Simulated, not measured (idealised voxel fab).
The following process module bears the name voxel transistor to metal.
We display cut, a cross-section 300 nm in width whose square cells are each 5 nm.
Format of a cross-section: grid, square cells. Given as bands. Order: top down. Band: one or more rows of cells. Top height, bottom height, nm. Materials left to right, width each, nm. Single material + "throughout" = fills band edge to edge. "air" = empty. Where do heights start? At 0: under that level the wafer as delivered is made of one material only. And the lowest band has no floor; it just carries on downward, as in "0 and below". When a width is written as two numbers, as in "30 to 40", the first number is the width in the top row of cells of the band and the second is the width in its bottom row, and the width changes by the same amount from each row to the next. For the purposes of this document, the phrase "nothing was modified" attached to a step denotes that no cell within the cross-section was modified by that step. Each empty space that has no open way to the top and spans at least 8 cells appears under "Completely enclosed voids" as width x height at distance, the distance counted from the left edge, all in nm. It should be noted that, on the line of a given step, the content following the step's settings is a remark produced by the simulator itself with respect to that step. "overlay nm", when on a step's line for a step with a mask, measures how far to the right of its planned place the mask lay; a negative measure means to the left.
The planned process steps are enumerated hereunder
1,RECEIVE (material Si)
2,CONFORMAL_DEP (material SiO2; thk nm 5)
3,CONFORMAL_DEP (material SiN; thk nm 15)
4,MASKED_ETCH (tone cover; mask id ACTIVE; width nm 105; pitch nm 125; etch materials SiN; depth nm 15; overlay nm 0)
5,MASKED_ETCH (tone cover; mask id ACTIVE; width nm 105; pitch nm 125; etch materials SiO2; depth nm 5; overlay nm 0)
6,MASKED_ETCH (tone cover; mask id ACTIVE; width nm 105; pitch nm 125; etch materials Si; depth nm 30; overlay nm 0)
7,OXIDIZE (depth nm 5)
8,FILL_DEP (material SiO2; thk nm 15)
9,CMP (height nm 20)
10,SELECTIVE_ETCH (etch materials SiO2; depth nm 10)
11,STRIP (etch materials SiN)
12,SELECTIVE_ETCH (etch materials SiO2; depth nm 5)
13,OXIDIZE (depth nm 5)
14,DIRECTIONAL_DEP (material polySi; thk nm 30)
15,DIRECTIONAL_DEP (material SiCN; thk nm 15)
16,DIRECTIONAL_DEP (material aC; thk nm 10)
17,PATTERN (tone cover; mask id GATE; material resist; width nm 25; pitch nm 125; thk nm 25; overlay nm 0)
18,DIRECTIONAL_ETCH (etch materials aC; depth nm 10)
19,STRIP (etch materials resist)
20,DIRECTIONAL_ETCH (etch materials SiCN; depth nm 25)
21,DIRECTIONAL_ETCH (etch materials polySi; depth nm 40)
22,STRIP (etch materials aC)
23,CONFORMAL_DEP (material SiN; thk nm 5)
24,DIRECTIONAL_ETCH (etch materials SiN; depth nm 5)
25,DIRECTIONAL_ETCH (etch materials SiO2; depth nm 5)
26,DIRECTIONAL_ETCH (etch materials Si; depth nm 15)
27,EPI (material pSi; thk nm 20)
28,FILL_DEP (material SiO2; thk nm 5)
29,CMP (height nm 30)
30,STRIP (etch materials polySi)
31,SELECTIVE_ETCH (etch materials SiO2; depth nm 5)
32,CONFORMAL_DEP (material HfO2; thk nm 5)
33,CONFORMAL_DEP (material TiN; thk nm 5)
34,FILL_DEP (material W; thk nm 5)
35,CMP (height nm 25)
36,DIRECTIONAL_DEP (material SiO2; thk nm 10)
37,DIRECTIONAL_DEP (material aC; thk nm 10)
38,PATTERN (tone open; mask id CONTACT; material resist; width nm 20; thk nm 25; overlay nm 0)
39,DIRECTIONAL_ETCH (etch materials aC; depth nm 10)
40,STRIP (etch materials resist)
41,DIRECTIONAL_ETCH (etch materials SiO2; depth nm 35)
42,STRIP (etch materials aC)
43,CONFORMAL_DEP (material TiN; thk nm 5)
44,FILL_DEP (material Ru; thk nm 10)
45,CMP (height nm 35)
46,DIRECTIONAL_DEP (material TiN; thk nm 5)
47,DIRECTIONAL_DEP (material Ru; thk nm 15)
48,MASKED_ETCH (tone cover; mask id METAL_1; width nm 20; etch materials Ru; depth nm 15; overlay nm 0)
49,MASKED_ETCH (tone cover; mask id METAL_1; width nm 20; etch materials TiN; depth nm 5; overlay nm 0)
50,CONFORMAL_DEP (material SiN; thk nm 5)
51,FILL_DEP (material SiO2; thk nm 10)
52,CMP (height nm 55)
53,CONFORMAL_DEP (material SiCN; thk nm 5)
54,DIRECTIONAL_DEP (material lowk; thk nm 30)
55,DIRECTIONAL_DEP (material aC; thk nm 10)
56,PATTERN (tone open; mask id METAL_2_HOLES; material resist; width nm 15; pitch nm 125; thk nm 30; overlay nm 0)
57,DIRECTIONAL_ETCH (etch materials aC; depth nm 10)
58,STRIP (etch materials resist)
59,DIRECTIONAL_ETCH (etch materials lowk; depth nm 30)
60,STRIP (etch materials aC)
61,PATTERN (tone open; mask id METAL_2; material resist; width nm 20; pitch nm 125; thk nm 20; overlay nm 0)
62,DIRECTIONAL_ETCH (etch materials lowk; depth nm 15)
63,DIRECTIONAL_ETCH (etch materials SiCN; depth nm 5)
64,STRIP (etch materials resist)
65,CONFORMAL_DEP (material TiN; thk nm 5)
66,FILL_DEP (material Cu; thk nm 10)
67,CMP (height nm 90)
68,CONFORMAL_DEP (material SiCN; thk nm 5)
The plan shows the depth nm of step 31 as the first wafer had it; this setting differs between the wafers, which start out alike.
Cross-section: the first of several wafers in its as-received state, i.e. following step 1
  0 and below  Si throughout
  Completely enclosed voids: none
End-of-module cross-section, first of several wafers, after last step 68
  95 down to 90  SiCN throughout
  90 down to 80  lowk (40) | TiN (5) | Cu (10) | TiN (5) | lowk (105) | TiN (5) | Cu (10) | TiN (5) | lowk (115)
  80 down to 75  lowk (40) | TiN (5) | Cu (5) | TiN (10) | lowk (105) | TiN (5) | Cu (5) | TiN (10) | lowk (115)
  75 down to 60  lowk (40) | TiN (5) | Cu (5) | TiN (5) | lowk (110) | TiN (5) | Cu (5) | TiN (5) | lowk (120)
  60 down to 55  SiCN (40) | TiN (15) | SiCN (110) | TiN (15) | SiCN (120)
  55 down to 40  SiO2 (35) | SiN (5) | Ru (20) | SiN (5) | SiO2 (45) | SiN (5) | Ru (20) | SiN (5) | SiO2 (20) | SiN (5) | Ru (20) | SiN (5) | SiO2 (45) | SiN (5) | Ru (20) | SiN (5) | SiO2 (35)
  40 down to 35  SiN (40) | TiN (20) | SiN (55) | TiN (20) | SiN (30) | TiN (20) | SiN (55) | TiN (20) | SiN (40)
  35 down to 25  SiO2 (40) | TiN (5) | Ru (10) | TiN (5) | SiO2 (55) | TiN (5) | Ru (10) | TiN (5) | SiO2 (30) | TiN (5) | Ru (10) | TiN (5) | SiO2 (55) | TiN (5) | Ru (10) | TiN (5) | SiO2 (40)
  25 down to 20  SiO2 (40) | TiN (5) | Ru (10) | TiN (5) | SiO2 (10) | SiN (5) | HfO2 (5) | TiN (5) | W (5) | TiN (5) | HfO2 (5) | SiN (5) | SiO2 (10) | TiN (5) | Ru (10) | TiN (5) | SiO2 (30) | TiN (5) | Ru (10) | TiN (5) | SiO2 (10) | SiN (5) | HfO2 (5) | TiN (5) | W (5) | TiN (5) | HfO2 (5) | SiN (5) | SiO2 (10) | TiN (5) | Ru (10) | TiN (5) | SiO2 (40)
  20 down to 15  SiO2 (40) | TiN (20) | SiO2 (10) | SiN (5) | HfO2 (5) | TiN (5) | W (5) | TiN (5) | HfO2 (5) | SiN (5) | SiO2 (10) | TiN (20) | SiO2 (30) | TiN (20) | SiO2 (10) | SiN (5) | HfO2 (5) | TiN (5) | W (5) | TiN (5) | HfO2 (5) | SiN (5) | SiO2 (10) | TiN (20) | SiO2 (40)
  15 down to 5  SiO2 (40) | TiN (10) | pSi (20) | SiN (5) | HfO2 (5) | TiN (5) | W (5) | TiN (5) | HfO2 (5) | SiN (5) | pSi (20) | TiN (10) | SiO2 (30) | TiN (10) | pSi (20) | SiN (5) | HfO2 (5) | TiN (5) | W (5) | TiN (5) | HfO2 (5) | SiN (5) | pSi (20) | TiN (10) | SiO2 (40)
  5 down to 0  SiO2 (30) | SiN (5) | SiO2 (5) | TiN (10) | pSi (20) | SiN (5) | HfO2 (5) | TiN (15) | HfO2 (5) | SiN (5) | pSi (20) | TiN (10) | SiO2 (5) | SiN (5) | SiO2 (10) | SiN (5) | SiO2 (5) | TiN (10) | pSi (20) | SiN (5) | HfO2 (5) | TiN (15) | HfO2 (5) | SiN (5) | pSi (20) | TiN (10) | SiO2 (5) | SiN (5) | SiO2 (30)
  0 down to -5  SiO2 (35) | pSi (35) | HfO2 (35) | pSi (35) | SiO2 (20) | pSi (35) | HfO2 (35) | pSi (35) | SiO2 (35)
  -5 down to -20  SiO2 (40) | pSi (30) | Si (35) | pSi (30) | SiO2 (30) | pSi (30) | Si (35) | pSi (30) | SiO2 (40)
  -20 down to -35  SiO2 (40) | Si (95) | SiO2 (30) | Si (95) | SiO2 (40)
  -35 and below  Si throughout
  Completely enclosed voids: none
Last wafer x-sec, end of module
  95 down to 90  SiCN throughout
  90 down to 80  lowk (40) | TiN (5) | Cu (10) | TiN (5) | lowk (105) | TiN (5) | Cu (10) | TiN (5) | lowk (115)
  80 down to 75  lowk (40) | TiN (5) | Cu (5) | TiN (10) | lowk (105) | TiN (5) | Cu (5) | TiN (10) | lowk (115)
  75 down to 60  lowk (40) | TiN (5) | Cu (5) | TiN (5) | lowk (110) | TiN (5) | Cu (5) | TiN (5) | lowk (120)
  60 down to 55  SiCN (40) | TiN (15) | SiCN (110) | TiN (15) | SiCN (120)
  55 down to 40  SiO2 (35) | SiN (5) | Ru (20) | SiN (5) | SiO2 (45) | SiN (5) | Ru (20) | SiN (5) | SiO2 (20) | SiN (5) | Ru (20) | SiN (5) | SiO2 (45) | SiN (5) | Ru (20) | SiN (5) | SiO2 (35)
  40 down to 35  SiN (40) | TiN (20) | SiN (55) | TiN (20) | SiN (30) | TiN (20) | SiN (55) | TiN (20) | SiN (40)
  35 down to 30  SiO2 (40) | TiN (5) | Ru (10) | TiN (5) | SiO2 (55) | TiN (5) | Ru (10) | TiN (5) | SiO2 (30) | TiN (5) | Ru (10) | TiN (5) | SiO2 (55) | TiN (5) | Ru (10) | TiN (5) | SiO2 (40)
  30 down to 25  SiO2 (40) | TiN (20) | SiO2 (55) | TiN (20) | SiO2 (30) | TiN (20) | SiO2 (55) | TiN (20) | SiO2 (40)
  25 down to 20  W (40) | TiN (25) | HfO2 (5) | SiN (5) | HfO2 (5) | TiN (5) | W (5) | TiN (5) | HfO2 (5) | SiN (5) | HfO2 (5) | TiN (25) | W (30) | TiN (25) | HfO2 (5) | SiN (5) | HfO2 (5) | TiN (5) | W (5) | TiN (5) | HfO2 (5) | SiN (5) | HfO2 (5) | TiN (25) | W (40)
  20 down to 15  TiN (45) | HfO2 (25) | SiN (5) | HfO2 (5) | TiN (5) | W (5) | TiN (5) | HfO2 (5) | SiN (5) | HfO2 (25) | TiN (40) | HfO2 (25) | SiN (5) | HfO2 (5) | TiN (5) | W (5) | TiN (5) | HfO2 (5) | SiN (5) | HfO2 (25) | TiN (45)
  15 down to 10  HfO2 (50) | pSi (20) | SiN (5) | HfO2 (5) | TiN (5) | W (5) | TiN (5) | HfO2 (5) | SiN (5) | pSi (20) | HfO2 (50) | pSi (20) | SiN (5) | HfO2 (5) | TiN (5) | W (5) | TiN (5) | HfO2 (5) | SiN (5) | pSi (20) | HfO2 (50)
  10 down to 5  SiO2 (50) | pSi (20) | SiN (5) | HfO2 (5) | TiN (5) | W (5) | TiN (5) | HfO2 (5) | SiN (5) | pSi (20) | SiO2 (50) | pSi (20) | SiN (5) | HfO2 (5) | TiN (5) | W (5) | TiN (5) | HfO2 (5) | SiN (5) | pSi (20) | SiO2 (50)
  5 down to 0  SiO2 (30) | SiN (5) | SiO2 (15) | pSi (20) | SiN (5) | HfO2 (5) | TiN (15) | HfO2 (5) | SiN (5) | pSi (20) | SiO2 (15) | SiN (5) | SiO2 (10) | SiN (5) | SiO2 (15) | pSi (20) | SiN (5) | HfO2 (5) | TiN (15) | HfO2 (5) | SiN (5) | pSi (20) | SiO2 (15) | SiN (5) | SiO2 (30)
  0 down to -5  SiO2 (35) | pSi (35) | HfO2 (35) | pSi (35) | SiO2 (20) | pSi (35) | HfO2 (35) | pSi (35) | SiO2 (35)
  -5 down to -20  SiO2 (40) | pSi (30) | Si (35) | pSi (30) | SiO2 (30) | pSi (30) | Si (35) | pSi (30) | SiO2 (40)
  -20 down to -35  SiO2 (40) | Si (95) | SiO2 (30) | Si (95) | SiO2 (40)
  -35 and below  Si throughout
  Completely enclosed voids: none
Where each wafer stands at the end of the module, a row apiece: cells of each material gained (+) or lost (-) since it was received, then closed voids
depth nm 5; +16 Cu; +34 HfO2; +72 Ru; -264 Si; +114 SiCN; +92 SiN; +468 SiO2; +134 TiN; +8 W; +318 lowk; +148 pSi; Completely enclosed voids: none
depth nm 10; +16 Cu; +80 HfO2; +56 Ru; -264 Si; +114 SiCN; +92 SiN; +478 SiO2; +94 TiN; +8 W; +318 lowk; +148 pSi; Completely enclosed voids: none
depth nm 15; +16 Cu; +84 HfO2; +56 Ru; -264 Si; +114 SiCN; +92 SiN; +432 SiO2; +136 TiN; +8 W; +318 lowk; +148 pSi; Completely enclosed voids: none
depth nm 20; +16 Cu; +88 HfO2; +56 Ru; -264 Si; +114 SiCN; +92 SiN; +402 SiO2; +140 TiN; +30 W; +318 lowk; +148 pSi; Completely enclosed voids: none
